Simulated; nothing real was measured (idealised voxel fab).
Process module under the name voxel ribs on slabs
The width of the displayed cross-section, cut, is 220 nm; its cells are square, with a size of 5 nm.
Format of a cross-section: grid, square cells. Given as bands. Order: top down. Band: one or more rows of cells.
This entry defines a band. It first specifies the height of the band's top and the height of its bottom in nm, and then specifies the band's materials from left to right, stating each material with its width in nm. The word "full width" identifies a single material that fills the band from edge to edge, while the word "empty" identifies empty space.
Height datum 0, below which the as-received substrate wafer is one material. Lowest band open at the bottom, running downward: "top 0, no bottom".
A width such as "30->40" changes by the same amount from each row of cells to the next, from the band's top row to its bottom row.
The designation "stayed the same", where it is given for a processing step, indicates that no cell of the cross-section was altered in the course of that step.
Empty spaces without an open route to the top, at least 8 cells in extent, make up the entry "Closed cavities"; each is given as width x height at distance, where the distance is measured from the left edge, and all are in nm.
Read whatever lies past the settings on a step's line as the simulator's own remark about the step.
"overlay nm" on a masked step: distance the mask lay right of its planned place, negative for left.

# plan
1) RECEIVE (material Si)
2) DIRECTIONAL_DEP (material SiO2; thk nm 20)
3) DIRECTIONAL_DEP (material polySi; thk nm 25)
4) PATTERN (tone cover; mask id RIB; material resist; width nm 25; thk nm 20; overlay nm 0)
5) DIRECTIONAL_ETCH (etch materials polySi; depth nm 5)
6) STRIP (etch materials resist)
7) MASKED_ETCH (tone cover; mask id SLAB; width nm 75; etch materials polySi; depth nm 20; overlay nm 0)
8) FILL_DEP (material SiO2; thk nm 20)
9) CMP (height nm 55)
10) DIRECTIONAL_DEP (material W; thk nm 10)
11) DIRECTIONAL_DEP (material aC; thk nm 10)
12) PATTERN (tone cover; mask id HEATER; material resist; width nm 35; thk nm 30; overlay nm 0)
13) DIRECTIONAL_ETCH (etch materials aC; depth nm 10)
14) STRIP (etch materials resist)
15) DIRECTIONAL_ETCH (etch materials W; depth nm 10)
16) STRIP (etch materials aC)
17) CONFORMAL_DEP (material SiN; thk nm 5)

# Cross-sectional view of the wafer in its as-received condition, corresponding to the state after step 1
  top 0, no bottom  Si full width
  Closed cavities: none

# Cross-section, first of two wafers, end of module, run as planned
  top 70, bottom 65  empty 85 nm; SiN 45 nm; empty 90 nm
  top 65, bottom 60  empty 85 nm; SiN 5 nm; W 35 nm; SiN 5 nm; empty 90 nm
  top 60, bottom 55  SiN 90 nm; W 35 nm; SiN 95 nm
  top 55, bottom 45  SiO2 full width
  top 45, bottom 40  SiO2 95 nm; polySi 25 nm; SiO2 100 nm
  top 40, bottom 20  SiO2 70 nm; polySi 75 nm; SiO2 75 nm
  top 20, bottom 0  SiO2 full width
  top 0, no bottom  Si full width
  Closed cavities: none

# Cross-section of the latter of the two wafers at module completion. It had an identical start and an identical plan to the former; in running it, one mistake was made
  top 70, bottom 65  empty 85 nm; SiN 45 nm; empty 90 nm
  top 65, bottom 60  empty 85 nm; SiN 5 nm; W 35 nm; SiN 5 nm; empty 90 nm
  top 60, bottom 55  SiN 90 nm; W 35 nm; SiN 95 nm
  top 55, bottom 50  SiO2 95 nm; polySi 25 nm; SiO2 100 nm
  top 50, bottom 30  SiO2 70 nm; polySi 75 nm; SiO2 75 nm
  top 30, bottom 20  polySi full width
  top 20, bottom 0  SiO2 full width
  top 0, no bottom  Si full width
  Closed cavities: none
what went wrong: step 3 changed vs plan, executed as DIRECTIONAL_DEP (material polySi; thk nm 35)
Count the cells at the end and the second wafer has more or fewer of some materials than the first: 88 fewer of SiO2, 88 more of polySi
